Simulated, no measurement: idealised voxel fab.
The process module that follows is named voxel gate over fins.
For reference, the cross-section in this document is cut, with width 220 nm and square cells of 5 nm.
When this document writes out a cross-section, it uses a grid of square cells and lists it as bands, beginning at the top and moving down, with a band standing for one or more rows of cells.
Heads up on the band format: heights come first, top then bottom, in nm. After that it's the materials left to right, each with its width in nm. A single material flagged "everywhere" fills the whole band edge to edge, and "blank" means there's empty space there.
Ref level 0: as-received wafer is one material below here. Bottom band extends down with no lower bound ("0 down").
The notation "30->40" denotes a width that varies across the rows of cells in the band, beginning at the first number in the top row, finishing at the second number in the bottom row, and changing by an identical amount from each row to the next.
Where a step carries "left unchanged", the cross-section came out of it unchanged, cell for cell.
"closed voids": empty spaces of 8 cells or more with no open way to the top, each given as width x height at distance, distance from the left edge, all in nm.
after a step's settings: what the simulator itself notes on the step
overlay nm: on a step with a mask, how far right of its planned place the mask lay; negative means left.

**The following list gives the planned process steps**
step 1: RECEIVE, material Si
step 2: CONFORMAL_DEP, material SiN, thk nm 5
step 3: DIRECTIONAL_DEP, material aC, thk nm 10
step 4: PATTERN, tone cover, mask id FINS, material resist, width nm 15, pitch nm 40, thk nm 25, overlay nm 0
step 5: DIRECTIONAL_ETCH, etch materials aC, depth nm 10
step 6: STRIP, etch materials resist
step 7: DIRECTIONAL_ETCH, etch materials SiN, depth nm 5
step 8: DIRECTIONAL_ETCH, etch materials Si, depth nm 40
step 9: STRIP, etch materials aC
step 10: OXIDIZE, depth nm 5
step 11: FILL_DEP, material SiO2, thk nm 5
step 12: CMP, height nm 5
step 13: SELECTIVE_ETCH, etch materials SiO2, depth nm 15
step 14: STRIP, etch materials SiN
step 15: CONFORMAL_DEP, material HfO2, thk nm 5
step 16: CONFORMAL_DEP, material TiN, thk nm 5
step 17: CONFORMAL_DEP, material TiAl, thk nm 5
step 18: CONFORMAL_DEP, material TiN, thk nm 5
step 19: FILL_DEP, material W, thk nm 10
step 20: CMP, height nm 25
step 21: CONFORMAL_DEP, material SiCN, thk nm 10

**Cross-sectional view of the wafer in its as-received condition, corresponding to the state after step 1**
    0 down = Si everywhere
    closed voids: none

**What the wafer looks like in cross-section after this module, when it starts as shown above and follows the plan above but one mistake is made in running it**
    35 to 25 = SiCN everywhere
    25 to 20 = W everywhere
    20 to 15 = W (25) | TiN (170) | W (25)
    15 to 10 = W (25) | TiN (5) | TiAl (160) | TiN (5) | W (25)
    10 to 5 = TiN (30) | TiAl (5) | TiN (30) | TiAl (10) | TiN (30) | TiAl (10) | TiN (30) | TiAl (10) | TiN (30) | TiAl (5) | TiN (30)
    5 to 0 = TiAl (35) | TiN (5) | HfO2 (20) | TiN (5) | TiAl (10) | TiN (5) | HfO2 (20) | TiN (5) | TiAl (10) | TiN (5) | HfO2 (20) | TiN (5) | TiAl (10) | TiN (5) | HfO2 (20) | TiN (5) | TiAl (35)
    0 to -5 = TiN (40) | HfO2 (5) | Si (10) | HfO2 (5) | TiN (20) | HfO2 (5) | Si (10) | HfO2 (5) | TiN (20) | HfO2 (5) | Si (10) | HfO2 (5) | TiN (20) | HfO2 (5) | Si (10) | HfO2 (5) | TiN (40)
    -5 to -10 = HfO2 (45) | Si (10) | HfO2 (30) | Si (10) | HfO2 (30) | Si (10) | HfO2 (30) | Si (10) | HfO2 (45)
    -10 to -45 = SiO2 (45) | Si (10) | SiO2 (30) | Si (10) | SiO2 (30) | Si (10) | SiO2 (30) | Si (10) | SiO2 (45)
    -45 down = Si everywhere
    closed voids: none
Here's what went sideways: rather than as planned, step 4 actually ran as PATTERN, tone cover, mask id FINS, material resist, width nm 20, pitch nm 40, thk nm 25, overlay nm 0
